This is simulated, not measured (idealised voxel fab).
process module | voxel transistor to metal
cross-section cut | 170 nm wide | cells 5 nm
A cross-section is a grid of square cells, given in bands from the top down. A band is one or more rows of cells.
Each band's line starts with the height of the band's top and of its bottom, in nm. Then come its materials from left to right, each with its width in nm. One material with "throughout" fills the band from edge to edge. "air" is empty space.
Height 0 is the level under which the wafer as received is all one material. The lowest band goes on downwards, as in "0 down".
A width such as "30 to 40" changes by the same amount from each row of cells to the next, from the band's top row to its bottom row.
"no change" after a step means that no cell of the cross-section changed.
closed voids: empty space of 8 cells or more with no open way to the top, each as width x height at its distance from the left edge, in nm
after a step's settings: what the simulator itself notes on the step
overlay nm, on a step with a mask: how far to the right of its planned place the mask lay; to the left if negative
plan
1 op RECEIVE | material Si
2 op CONFORMAL_DEP | material SiO2 | thk nm 5
3 op CONFORMAL_DEP | material SiN | thk nm 10
4 op PATTERN | tone cover | mask id ACTIVE | material resist | width nm 95 | thk nm 15 | overlay nm 0
5 op DIRECTIONAL_ETCH | etch materials SiN | depth nm 10
6 op DIRECTIONAL_ETCH | etch materials SiO2 | depth nm 5
7 op DIRECTIONAL_ETCH | etch materials Si | depth nm 35
8 op STRIP | etch materials resist
9 op FILL_DEP | material SiO2 | thk nm 10
10 op CMP | height nm 15
11 op SELECTIVE_ETCH | etch materials SiO2 | depth nm 5
12 op STRIP | etch materials SiN
13 op SELECTIVE_ETCH | etch materials SiO2 | depth nm 5
14 op OXIDIZE | depth nm 5
15 op DIRECTIONAL_DEP | material polySi | thk nm 25
16 op DIRECTIONAL_DEP | material SiCN | thk nm 10
17 op PATTERN | tone cover | mask id GATE | material resist | width nm 25 | thk nm 15 | overlay nm 0
18 op DIRECTIONAL_ETCH | etch materials SiCN | depth nm 20
19 op DIRECTIONAL_ETCH | etch materials polySi | depth nm 35
20 op STRIP | etch materials resist
21 op CONFORMAL_DEP | material SiO2 | thk nm 5
22 op DIRECTIONAL_ETCH | etch materials SiO2 | depth nm 5
23 op CONFORMAL_DEP | material SiN | thk nm 10
24 op DIRECTIONAL_ETCH | etch materials SiN | depth nm 10
25 op DIRECTIONAL_ETCH | etch materials SiO2 | depth nm 5
26 op DIRECTIONAL_ETCH | etch materials Si | depth nm 10
27 op EPI | material SiGe | thk nm 10
28 op FILL_DEP | material SiO2 | thk nm 5
29 op CMP | height nm 35
30 op DIRECTIONAL_DEP | material SiO2 | thk nm 15
31 op MASKED_ETCH | tone open | mask id CONTACT | width nm 25 | pitch nm 60 | etch materials SiO2 | depth nm 45 | overlay nm 0
32 op CONFORMAL_DEP | material TiN | thk nm 5
33 op FILL_DEP | material W | thk nm 5
34 op CMP | height nm 50
35 op DIRECTIONAL_DEP | material TiN | thk nm 5
36 op DIRECTIONAL_DEP | material Ru | thk nm 25
37 op PATTERN | tone cover | mask id METAL_1 | material resist | width nm 15 | pitch nm 70 | thk nm 15 | overlay nm 0
38 op DIRECTIONAL_ETCH | etch materials Ru | depth nm 25
39 op DIRECTIONAL_ETCH | etch materials TiN | depth nm 5
40 op STRIP | etch materials resist
41 op FILL_DEP | material SiO2 | thk nm 5
42 op CMP | height nm 80
43 op CONFORMAL_DEP | material SiCN | thk nm 5
44 op DIRECTIONAL_DEP | material SiO2 | thk nm 25
45 op PATTERN | tone open | mask id METAL_2 | material resist | width nm 15 | pitch nm 70 | thk nm 20 | overlay nm 0
46 op DIRECTIONAL_ETCH | etch materials SiO2 | depth nm 15
47 op STRIP | etch materials resist
48 op DIRECTIONAL_DEP | material aC | thk nm 10
49 op PATTERN | tone open | mask id METAL_2_HOLES | material resist | width nm 15 | pitch nm 70 | thk nm 30 | overlay nm -15
50 op DIRECTIONAL_ETCH | etch materials aC | depth nm 10
51 op STRIP | etch materials resist
52 op DIRECTIONAL_ETCH | etch materials SiO2 | depth nm 10
53 op DIRECTIONAL_ETCH | etch materials SiCN | depth nm 5
54 op STRIP | etch materials aC
55 op CONFORMAL_DEP | material TiN | thk nm 5
56 op FILL_DEP | material Ru | thk nm 10
57 op CMP | height nm 110
58 op CONFORMAL_DEP | material SiN | thk nm 5
varied across the wafers: overlay nm of step 49. The plan shows the first wafer's value. All wafers start alike
first wafer as received, after step 1
  0 down: Si throughout
  closed voids: none
first wafer at the end, after step 58
  115 to 110: SiN throughout
  110 to 100: SiO2 25 | TiN 5 to 20 | Ru 20 to 5 | TiN 5 | SiO2 40 | TiN 5 to 20 | Ru 20 to 5 | TiN 5 | SiO2 45
  100 to 95: SiO2 40 | TiN 15 | SiO2 55 | TiN 15 | SiO2 45
  95 to 85: SiO2 throughout
  85 to 80: SiCN throughout
  80 to 55: SiO2 40 | Ru 15 | SiO2 55 | Ru 15 | SiO2 45
  55 to 50: SiO2 40 | TiN 15 | SiO2 55 | TiN 15 | SiO2 45
  50 to 40: SiO2 40 | TiN 5 | W 15 | TiN 5 | SiO2 35 | TiN 5 | W 15 | TiN 5 | SiO2 45
  40 to 35: SiO2 40 | TiN 5 | W 5 | TiN 15 | SiO2 35 | TiN 15 | W 5 | TiN 5 | SiO2 45
  35 to 25: SiO2 40 | TiN 5 | W 5 | TiN 5 | SiN 10 | SiO2 5 | SiCN 25 | SiO2 5 | SiN 10 | TiN 5 | W 5 | TiN 5 | SiO2 45
  25 to 10: SiO2 40 | TiN 5 | W 5 | TiN 5 | SiN 10 | SiO2 5 | polySi 25 | SiO2 5 | SiN 10 | TiN 5 | W 5 | TiN 5 | SiO2 45
  10 to 5: SiO2 40 | TiN 15 | SiN 10 | SiO2 5 | polySi 25 | SiO2 5 | SiN 10 | TiN 15 | SiO2 45
  5 to 0: SiO2 35 | SiN 10 | SiGe 10 | SiN 10 | SiO2 5 | polySi 25 | SiO2 5 | SiN 10 | SiGe 10 | SiN 10 | SiO2 40
  0 to -5: SiO2 45 | SiGe 10 | SiO2 55 | SiGe 10 | SiO2 50
  -5 to -15: SiO2 35 | Si 10 | SiGe 10 | Si 55 | SiGe 10 | Si 10 | SiO2 40
  -15 to -35: SiO2 35 | Si 95 | SiO2 40
  -35 down: Si throughout
  closed voids: none
last wafer at the end
  115 to 110: SiN throughout
  110 to 100: SiO2 40 | TiN 5 | Ru 20 to 5 | TiN 5 to 20 | SiO2 40 | TiN 5 | Ru 20 to 5 | TiN 5 to 20 | SiO2 30
  100 to 95: SiO2 40 | TiN 15 | SiO2 55 | TiN 15 | SiO2 45
  95 to 85: SiO2 throughout
  85 to 80: SiCN throughout
  80 to 55: SiO2 40 | Ru 15 | SiO2 55 | Ru 15 | SiO2 45
  55 to 50: SiO2 40 | TiN 15 | SiO2 55 | TiN 15 | SiO2 45
  50 to 40: SiO2 40 | TiN 5 | W 15 | TiN 5 | SiO2 35 | TiN 5 | W 15 | TiN 5 | SiO2 45
  40 to 35: SiO2 40 | TiN 5 | W 5 | TiN 15 | SiO2 35 | TiN 15 | W 5 | TiN 5 | SiO2 45
  35 to 25: SiO2 40 | TiN 5 | W 5 | TiN 5 | SiN 10 | SiO2 5 | SiCN 25 | SiO2 5 | SiN 10 | TiN 5 | W 5 | TiN 5 | SiO2 45
  25 to 10: SiO2 40 | TiN 5 | W 5 | TiN 5 | SiN 10 | SiO2 5 | polySi 25 | SiO2 5 | SiN 10 | TiN 5 | W 5 | TiN 5 | SiO2 45
  10 to 5: SiO2 40 | TiN 15 | SiN 10 | SiO2 5 | polySi 25 | SiO2 5 | SiN 10 | TiN 15 | SiO2 45
  5 to 0: SiO2 35 | SiN 10 | SiGe 10 | SiN 10 | SiO2 5 | polySi 25 | SiO2 5 | SiN 10 | SiGe 10 | SiN 10 | SiO2 40
  0 to -5: SiO2 45 | SiGe 10 | SiO2 55 | SiGe 10 | SiO2 50
  -5 to -15: SiO2 35 | Si 10 | SiGe 10 | Si 55 | SiGe 10 | Si 10 | SiO2 40
  -15 to -35: SiO2 35 | Si 95 | SiO2 40
  -35 down: Si throughout
  closed voids: none
each wafer at the end: cells of each material gained (+) or lost (-) since it was received, then its closed voids
overlay nm -15 | +40 Ru | -132 Si | +44 SiCN | +16 SiGe | +66 SiN | +631 SiO2 | +68 TiN | +24 W | +25 polySi | closed voids: none
overlay nm -10 | +38 Ru | -132 Si | +42 SiCN | +16 SiGe | +66 SiN | +631 SiO2 | +72 TiN | +24 W | +25 polySi | closed voids: none
overlay nm -5 | +36 Ru | -132 Si | +40 SiCN | +16 SiGe | +66 SiN | +631 SiO2 | +76 TiN | +24 W | +25 polySi | closed voids: none
overlay nm 0 | +40 Ru | -132 Si | +38 SiCN | +16 SiGe | +66 SiN | +631 SiO2 | +74 TiN | +24 W | +25 polySi | closed voids: none
overlay nm 5 | +36 Ru | -132 Si | +40 SiCN | +16 SiGe | +66 SiN | +631 SiO2 | +76 TiN | +24 W | +25 polySi | closed voids: none
overlay nm 10 | +38 Ru | -132 Si | +42 SiCN | +16 SiGe | +66 SiN | +631 SiO2 | +72 TiN | +24 W | +25 polySi | closed voids: none
overlay nm 15 | +40 Ru | -132 Si | +44 SiCN | +16 SiGe | +66 SiN | +631 SiO2 | +68 TiN | +24 W | +25 polySi | closed voids: none
